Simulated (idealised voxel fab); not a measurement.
The following is a process module called voxel spacer lines.
cross-section cut | 300 nm wide | cells 5 nm
For the purposes of this document, a cross-section shall be understood as a grid of square cells, specified as bands listed in top-to-bottom order, each band consisting of one or more rows of cells.
Heads up on the band format: heights come first, top then bottom, in nm. After that it's the materials left to right, each with its width in nm. A single material flagged "throughout" fills the whole band edge to edge, and "blank" means there's empty space there.
Zero point of the height axis is 0; under it, received wafer = one material. Lowest band: continues down indefinitely, "0 -> down".
Width "30..40": first value at the band's top row of cells, second value at its bottom row, equal change from row to row.
You'll sometimes find "changes: none" written for a step, and that's the way of saying that nowhere in the cross-section did a cell change during that step.
You'll see "Trapped voids" listing empty spaces that have no way open to the top, as long as they're 8 cells or more; the notation is width x height at distance, where the distance is from the left edge, and all of it is in nm.
Note: text after step settings on the step line = simulator remark on that step.
overlay nm: mask offset rightward from planned place, masked step; negative means leftward offset.
-- Steps planned for the process
1,RECEIVE, material Si
2,CONFORMAL_DEP, material Al2O3, thk nm 10
3,DIRECTIONAL_DEP, material polySi, thk nm 15
4,DIRECTIONAL_DEP, material aC, thk nm 30
5,PATTERN, tone cover, mask id MANDREL, material resist, width nm 15, pitch nm 50, thk nm 40, overlay nm 0
6,DIRECTIONAL_ETCH, etch materials aC, depth nm 30
7,STRIP, etch materials resist
8,CONFORMAL_DEP, material SiO2, thk nm 10
9,DIRECTIONAL_ETCH, etch materials SiO2, depth nm 10
10,STRIP, etch materials aC
11,DIRECTIONAL_ETCH, etch materials polySi, depth nm 15
12,STRIP, etch materials SiO2
-- First wafer of two (run as planned)
-- Received-state cross-section, reflecting completion of step 1
0 -> down  Si throughout
Trapped voids: none
-- Cross-section: wafer state after step 2
10 -> 0  Al2O3 throughout
Below a height of 0, the structure has not been altered.
-- Cross-section: wafer state after step 3
25 -> 10  polySi throughout
Below a height of 10, the structure has not been altered.
-- Cross-section: wafer state after step 4
55 -> 25  aC throughout
Below a height of 25, the structure has not been altered.
-- Cross-section: wafer state after step 5
95 -> 55  115 nm blank; 15 nm resist; 35 nm blank; 15 nm resist; 120 nm blank
Below a height of 55, the structure has not been altered.
-- Cross-section: wafer state after step 6
65 -> 55  115 nm blank; 15 nm resist; 35 nm blank; 15 nm resist; 120 nm blank
55 -> 25  115 nm blank; 15 nm aC; 35 nm blank; 15 nm aC; 120 nm blank
Below a height of 25, the structure has not been altered.
-- Cross-section: wafer state after step 7
55 -> 25  115 nm blank; 15 nm aC; 35 nm blank; 15 nm aC; 120 nm blank
Below a height of 25, the structure has not been altered.
-- Cross-section: wafer state after step 8
65 -> 55  105 nm blank; 35 nm SiO2; 15 nm blank; 35 nm SiO2; 110 nm blank
55 -> 35  105 nm blank; 10 nm SiO2; 15 nm aC; 10 nm SiO2; 15 nm blank; 10 nm SiO2; 15 nm aC; 10 nm SiO2; 110 nm blank
35 -> 25  115 nm SiO2; 15 nm aC; 35 nm SiO2; 15 nm aC; 120 nm SiO2
Below a height of 25, the structure has not been altered.
-- Cross-section: wafer state after step 9
55 -> 25  105 nm blank; 10 nm SiO2; 15 nm aC; 10 nm SiO2; 15 nm blank; 10 nm SiO2; 15 nm aC; 10 nm SiO2; 110 nm blank
Below a height of 25, the structure has not been altered.
-- Cross-section: wafer state after step 10
55 -> 25  105 nm blank; 10 nm SiO2; 15 nm blank; 10 nm SiO2; 15 nm blank; 10 nm SiO2; 15 nm blank; 10 nm SiO2; 110 nm blank
Below a height of 25, the structure has not been altered.
-- Cross-section: wafer state after step 11
55 -> 25  105 nm blank; 10 nm SiO2; 15 nm blank; 10 nm SiO2; 15 nm blank; 10 nm SiO2; 15 nm blank; 10 nm SiO2; 110 nm blank
25 -> 10  105 nm blank; 10 nm polySi; 15 nm blank; 10 nm polySi; 15 nm blank; 10 nm polySi; 15 nm blank; 10 nm polySi; 110 nm blank
Below a height of 10, the structure has not been altered.
-- Cross-section: wafer state after step 12
25 -> 10  105 nm blank; 10 nm polySi; 15 nm blank; 10 nm polySi; 15 nm blank; 10 nm polySi; 15 nm blank; 10 nm polySi; 110 nm blank
Below a height of 10, the structure has not been altered.
-- For the second wafer, take the first wafer's start and plan, then add one mistake made in running it; everything through step 1, that step included, is shared with the first
-- Cross-sectional view of the second wafer at the intended end time of process step 2
10 -> 0  polySi throughout
Below a height of 0, the structure has not been altered.
-- Cross-sectional view of the second wafer at the intended end time of process step 3
25 -> 0  polySi throughout
Below a height of 0, the structure has not been altered.
-- Cross-sectional view of the second wafer at the intended end time of process step 4
55 -> 25  aC throughout
Below a height of 25, the structure has not been altered.
-- Cross-sectional view of the second wafer at the intended end time of process step 5
95 -> 55  115 nm blank; 15 nm resist; 35 nm blank; 15 nm resist; 120 nm blank
Below a height of 55, the structure has not been altered.
-- Cross-sectional view of the second wafer at the intended end time of process step 6
65 -> 55  115 nm blank; 15 nm resist; 35 nm blank; 15 nm resist; 120 nm blank
55 -> 25  115 nm blank; 15 nm aC; 35 nm blank; 15 nm aC; 120 nm blank
Below a height of 25, the structure has not been altered.
-- Cross-sectional view of the second wafer at the intended end time of process step 7
55 -> 25  115 nm blank; 15 nm aC; 35 nm blank; 15 nm aC; 120 nm blank
Below a height of 25, the structure has not been altered.
-- Cross-sectional view of the second wafer at the intended end time of process step 8
65 -> 55  105 nm blank; 35 nm SiO2; 15 nm blank; 35 nm SiO2; 110 nm blank
55 -> 35  105 nm blank; 10 nm SiO2; 15 nm aC; 10 nm SiO2; 15 nm blank; 10 nm SiO2; 15 nm aC; 10 nm SiO2; 110 nm blank
35 -> 25  115 nm SiO2; 15 nm aC; 35 nm SiO2; 15 nm aC; 120 nm SiO2
Below a height of 25, the structure has not been altered.
-- Cross-sectional view of the second wafer at the intended end time of process step 9
55 -> 25  105 nm blank; 10 nm SiO2; 15 nm aC; 10 nm SiO2; 15 nm blank; 10 nm SiO2; 15 nm aC; 10 nm SiO2; 110 nm blank
Below a height of 25, the structure has not been altered.
-- Cross-sectional view of the second wafer at the intended end time of process step 10
55 -> 25  105 nm blank; 10 nm SiO2; 15 nm blank; 10 nm SiO2; 15 nm blank; 10 nm SiO2; 15 nm blank; 10 nm SiO2; 110 nm blank
Below a height of 25, the structure has not been altered.
-- Cross-sectional view of the second wafer at the intended end time of process step 11
55 -> 25  105 nm blank; 10 nm SiO2; 15 nm blank; 10 nm SiO2; 15 nm blank; 10 nm SiO2; 15 nm blank; 10 nm SiO2; 110 nm blank
25 -> 10  105 nm blank; 10 nm polySi; 15 nm blank; 10 nm polySi; 15 nm blank; 10 nm polySi; 15 nm blank; 10 nm polySi; 110 nm blank
Below a height of 10, the structure has not been altered.
-- Cross-sectional view of the second wafer at the intended end time of process step 12
25 -> 10  105 nm blank; 10 nm polySi; 15 nm blank; 10 nm polySi; 15 nm blank; 10 nm polySi; 15 nm blank; 10 nm polySi; 110 nm blank
Below a height of 10, the structure has not been altered.
Processing error: step 2, actual vs plan mismatch, actual run CONFORMAL_DEP, material polySi, thk nm 10
Final cells, second wafer relative to first, materials higher or lower: Al2O3: 120 fewer; polySi: 120 more
